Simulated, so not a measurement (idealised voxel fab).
process module | voxel self aligned vias
cross-section cut | 160 nm wide | cells 5 nm
A cross-section is a grid of square cells, given in bands from the top down. A band is one or more rows of cells.
Each band's line starts with the height of the band's top and of its bottom, in nm. Then come its materials from left to right, each with its width in nm. One material with "throughout" fills the band from edge to edge. "air" is empty space.
Height 0 is the level under which the wafer as received is all one material. The lowest band goes on downwards, as in "0 down".
A width such as "30 to 40" changes by the same amount from each row of cells to the next, from the band's top row to its bottom row.
"no change" after a step means that no cell of the cross-section changed.
closed voids: empty space of 8 cells or more with no open way to the top, each as width x height at its distance from the left edge, in nm
after a step's settings: what the simulator itself notes on the step
overlay nm, on a step with a mask: how far to the right of its planned place the mask lay; to the left if negative
plan
1 op RECEIVE | material Si
2 op CONFORMAL_DEP | material SiO2 | thk nm 10
3 op CONFORMAL_DEP | material SiCN | thk nm 5
4 op DIRECTIONAL_DEP | material lowk | thk nm 25
5 op DIRECTIONAL_DEP | material aC | thk nm 15
6 op PATTERN | tone open | mask id LINES | material resist | width nm 25 | pitch nm 55 | thk nm 30 | overlay nm 0
7 op DIRECTIONAL_ETCH | etch materials aC | depth nm 15
8 op STRIP | etch materials resist
9 op DIRECTIONAL_ETCH | etch materials lowk | depth nm 25
10 op STRIP | etch materials aC
11 op CONFORMAL_DEP | material TiN | thk nm 5
12 op FILL_DEP | material Ru | thk nm 5
13 op CMP | height nm 40
14 op SELECTIVE_ETCH | etch materials W Ru TiN | depth nm 5
15 op FILL_DEP | material SiN | thk nm 10
16 op CMP | height nm 40
17 op DIRECTIONAL_DEP | material lowk | thk nm 15
18 op PATTERN | tone open | mask id VIAS | material resist | width nm 35 | pitch nm 55 | thk nm 15 | overlay nm 0
19 op DIRECTIONAL_ETCH | etch materials lowk | depth nm 15
20 op DIRECTIONAL_ETCH | etch materials SiN | depth nm 5
21 op STRIP | etch materials resist
22 op CONFORMAL_DEP | material TiN | thk nm 5
23 op FILL_DEP | material W | thk nm 10
24 op CMP | height nm 55
25 op CONFORMAL_DEP | material SiN | thk nm 5
first wafer, as planned
as received, after step 1
  0 down: Si throughout
  closed voids: none
after step 2
  10 to 0: SiO2 throughout
  below 0: unchanged
after step 3
  15 to 10: SiCN throughout
  below 10: unchanged
after step 4
  40 to 15: lowk throughout
  below 15: unchanged
after step 5
  55 to 40: aC throughout
  below 40: unchanged
after step 6
  85 to 55: resist 40 | air 25 | resist 30 | air 25 | resist 40
  below 55: unchanged
after step 7
  70 to 55: resist 40 | air 25 | resist 30 | air 25 | resist 40
  55 to 40: aC 40 | air 25 | aC 30 | air 25 | aC 40
  below 40: unchanged
after step 8
  55 to 40: aC 40 | air 25 | aC 30 | air 25 | aC 40
  below 40: unchanged
after step 9
  55 to 40: aC 40 | air 25 | aC 30 | air 25 | aC 40
  40 to 15: lowk 40 | air 25 | lowk 30 | air 25 | lowk 40
  below 15: unchanged
after step 10
  40 to 15: lowk 40 | air 25 | lowk 30 | air 25 | lowk 40
  below 15: unchanged
after step 11
  45 to 40: TiN 45 | air 15 | TiN 40 | air 15 | TiN 45
  40 to 20: lowk 40 | TiN 5 | air 15 | TiN 5 | lowk 30 | TiN 5 | air 15 | TiN 5 | lowk 40
  20 to 15: lowk 40 | TiN 25 | lowk 30 | TiN 25 | lowk 40
  below 15: unchanged
after step 12
  50 to 45: Ru throughout
  45 to 40: TiN 45 | Ru 15 | TiN 40 | Ru 15 | TiN 45
  40 to 20: lowk 40 | TiN 5 | Ru 15 | TiN 5 | lowk 30 | TiN 5 | Ru 15 | TiN 5 | lowk 40
  below 20: unchanged
after step 13
  40 to 20: lowk 40 | TiN 5 | Ru 15 | TiN 5 | lowk 30 | TiN 5 | Ru 15 | TiN 5 | lowk 40
  below 20: unchanged
after step 14
  40 to 35: lowk 40 | air 25 | lowk 30 | air 25 | lowk 40
  below 35: unchanged
after step 15
  50 to 40: SiN throughout
  40 to 35: lowk 40 | SiN 25 | lowk 30 | SiN 25 | lowk 40
  below 35: unchanged
after step 16
  40 to 35: lowk 40 | SiN 25 | lowk 30 | SiN 25 | lowk 40
  below 35: unchanged
after step 17
  55 to 40: lowk throughout
  below 40: unchanged
after step 18
  70 to 55: resist 35 | air 35 | resist 20 | air 35 | resist 35
  below 55: unchanged
after step 19
  70 to 55: resist 35 | air 35 | resist 20 | air 35 | resist 35
  55 to 40: lowk 35 | air 35 | lowk 20 | air 35 | lowk 35
  below 40: unchanged
after step 20
  70 to 55: resist 35 | air 35 | resist 20 | air 35 | resist 35
  55 to 40: lowk 35 | air 35 | lowk 20 | air 35 | lowk 35
  40 to 35: lowk 40 | air 25 | lowk 30 | air 25 | lowk 40
  below 35: unchanged
after step 21
  55 to 40: lowk 35 | air 35 | lowk 20 | air 35 | lowk 35
  below 40: unchanged
after step 22
  60 to 55: TiN 40 | air 25 | TiN 30 | air 25 | TiN 40
  55 to 45: lowk 35 | TiN 5 | air 25 | TiN 5 | lowk 20 | TiN 5 | air 25 | TiN 5 | lowk 35
  45 to 40: lowk 35 | TiN 10 | air 15 | TiN 10 | lowk 20 | TiN 10 | air 15 | TiN 10 | lowk 35
  40 to 35: lowk 40 | TiN 25 | lowk 30 | TiN 25 | lowk 40
  below 35: unchanged
after step 23
  70 to 60: W throughout
  60 to 55: TiN 40 | W 25 | TiN 30 | W 25 | TiN 40
  55 to 45: lowk 35 | TiN 5 | W 25 | TiN 5 | lowk 20 | TiN 5 | W 25 | TiN 5 | lowk 35
  45 to 40: lowk 35 | TiN 10 | W 15 | TiN 10 | lowk 20 | TiN 10 | W 15 | TiN 10 | lowk 35
  below 40: unchanged
after step 24
  55 to 45: lowk 35 | TiN 5 | W 25 | TiN 5 | lowk 20 | TiN 5 | W 25 | TiN 5 | lowk 35
  below 45: unchanged
after step 25
  60 to 55: SiN throughout
  below 55: unchanged
second wafer: like start, like plan, one mistake. Through step 14 it matches the first wafer
when step 15 should have ended
  50 to 40: TiN throughout
  40 to 35: lowk 40 | TiN 25 | lowk 30 | TiN 25 | lowk 40
  below 35: unchanged
when step 16 should have ended
  40 to 35: lowk 40 | TiN 25 | lowk 30 | TiN 25 | lowk 40
  below 35: unchanged
when step 17 should have ended
  55 to 40: lowk throughout
  below 40: unchanged
when step 18 should have ended
  70 to 55: resist 35 | air 35 | resist 20 | air 35 | resist 35
  below 55: unchanged
when step 19 should have ended
  70 to 55: resist 35 | air 35 | resist 20 | air 35 | resist 35
  55 to 40: lowk 35 | air 35 | lowk 20 | air 35 | lowk 35
  below 40: unchanged
when step 20 should have ended: no change
when step 21 should have ended
  55 to 40: lowk 35 | air 35 | lowk 20 | air 35 | lowk 35
  below 40: unchanged
when step 22 should have ended
  60 to 55: TiN 40 | air 25 | TiN 30 | air 25 | TiN 40
  55 to 45: lowk 35 | TiN 5 | air 25 | TiN 5 | lowk 20 | TiN 5 | air 25 | TiN 5 | lowk 35
  45 to 35: lowk 35 to 40 | TiN 35 to 25 | lowk 20 to 30 | TiN 35 to 25 | lowk 35 to 40
  below 35: unchanged
when step 23 should have ended
  70 to 60: W throughout
  60 to 55: TiN 40 | W 25 | TiN 30 | W 25 | TiN 40
  55 to 45: lowk 35 | TiN 5 | W 25 | TiN 5 | lowk 20 | TiN 5 | W 25 | TiN 5 | lowk 35
  below 45: unchanged
when step 24 should have ended
  55 to 45: lowk 35 | TiN 5 | W 25 | TiN 5 | lowk 20 | TiN 5 | W 25 | TiN 5 | lowk 35
  below 45: unchanged
when step 25 should have ended
  60 to 55: SiN throughout
  below 55: unchanged
what went wrong: step 15 ran as: op FILL_DEP | material TiN | thk nm 10
at the end the second wafer has, in cells: 6 more of TiN | 6 fewer of W
